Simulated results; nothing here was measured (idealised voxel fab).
process module | voxel self aligned vias
cross-section cut | 285 nm wide | cells 5 nm
A cross-section is a grid of square cells, given in bands from the top down. A band is one or more rows of cells.
Each band's line starts with the height of the band's top and of its bottom, in nm. Then come its materials from left to right, each with its width in nm. One material with "throughout" fills the band from edge to edge. "air" is empty space.
Height 0 is the level under which the wafer as received is all one material. The lowest band goes on downwards, as in "0 down".
A width such as "30 to 40" changes by the same amount from each row of cells to the next, from the band's top row to its bottom row.
"no change" after a step means that no cell of the cross-section changed.
closed voids: empty space of 8 cells or more with no open way to the top, each as width x height at its distance from the left edge, in nm
after a step's settings: what the simulator itself notes on the step
overlay nm, on a step with a mask: how far to the right of its planned place the mask lay; to the left if negative
plan
1 op RECEIVE | material Si
2 op CONFORMAL_DEP | material SiO2 | thk nm 10
3 op CONFORMAL_DEP | material SiCN | thk nm 5
4 op DIRECTIONAL_DEP | material lowk | thk nm 25
5 op MASKED_ETCH | tone open | mask id LINES | width nm 15 | pitch nm 45 | etch materials lowk | depth nm 25 | overlay nm 0
6 op CONFORMAL_DEP | material TiN | thk nm 5
7 op FILL_DEP | material W | thk nm 10
8 op CMP | height nm 40
9 op SELECTIVE_ETCH | etch materials W Ru TiN | depth nm 5
10 op FILL_DEP | material SiN | thk nm 5
11 op CMP | height nm 40
12 op DIRECTIONAL_DEP | material lowk | thk nm 20
13 op DIRECTIONAL_DEP | material aC | thk nm 10
14 op PATTERN | tone open | mask id VIAS | material resist | width nm 30 | pitch nm 90 | thk nm 30 | overlay nm 0
15 op DIRECTIONAL_ETCH | etch materials aC | depth nm 10
16 op STRIP | etch materials resist
17 op DIRECTIONAL_ETCH | etch materials lowk | depth nm 20
18 op DIRECTIONAL_ETCH | etch materials SiN | depth nm 5
19 op STRIP | etch materials aC
20 op CONFORMAL_DEP | material TiN | thk nm 5
21 op FILL_DEP | material Ru | thk nm 5
22 op CMP | height nm 60
23 op CONFORMAL_DEP | material SiCN | thk nm 5
varied across the wafers: width nm of step 5. The plan shows the first wafer's value. All wafers start alike
first wafer as received, after step 1
  0 down: Si throughout
  closed voids: none
first wafer at the end, after step 23
  65 to 60: SiCN throughout
  60 to 45: lowk 80 | TiN 5 | Ru 20 | TiN 5 | lowk 60 | TiN 5 | Ru 20 | TiN 5 | lowk 85
  45 to 40: lowk 80 | TiN 15 | Ru 5 | TiN 10 | lowk 60 | TiN 15 | Ru 5 | TiN 10 | lowk 85
  40 to 35: lowk 90 | TiN 15 | lowk 30 | SiN 15 | lowk 30 | TiN 15 | lowk 90
  35 to 20: lowk 90 | TiN 5 | W 5 | TiN 5 | lowk 30 | TiN 5 | W 5 | TiN 5 | lowk 30 | TiN 5 | W 5 | TiN 5 | lowk 90
  20 to 15: lowk 90 | TiN 15 | lowk 30 | TiN 15 | lowk 30 | TiN 15 | lowk 90
  15 to 10: SiCN throughout
  10 to 0: SiO2 throughout
  0 down: Si throughout
  closed voids: none
last wafer at the end
  65 to 60: SiCN throughout
  60 to 40: lowk 80 | TiN 5 | Ru 20 | TiN 5 | lowk 60 | TiN 5 | Ru 20 | TiN 5 | lowk 85
  40 to 35: lowk 80 | TiN 30 | lowk 15 | SiN 30 | lowk 15 | TiN 30 | lowk 85
  35 to 20: lowk 80 | TiN 5 | W 20 | TiN 5 | lowk 15 | TiN 5 | W 20 | TiN 5 | lowk 15 | TiN 5 | W 20 | TiN 5 | lowk 85
  20 to 15: lowk 80 | TiN 30 | lowk 15 | TiN 30 | lowk 15 | TiN 30 | lowk 85
  15 to 10: SiCN throughout
  10 to 0: SiO2 throughout
  0 down: Si throughout
  closed voids: none
each wafer at the end: cells of each material gained (+) or lost (-) since it was received, then its closed voids
width nm 15 | +26 Ru | +114 SiCN | +3 SiN | +114 SiO2 | +55 TiN | +9 W | +420 lowk | closed voids: none
width nm 20 | +28 Ru | +114 SiCN | +4 SiN | +114 SiO2 | +58 TiN | +18 W | +405 lowk | closed voids: none
width nm 25 | +30 Ru | +114 SiCN | +5 SiN | +114 SiO2 | +61 TiN | +27 W | +390 lowk | closed voids: none
width nm 30 | +32 Ru | +114 SiCN | +6 SiN | +114 SiO2 | +64 TiN | +36 W | +375 lowk | closed voids: none
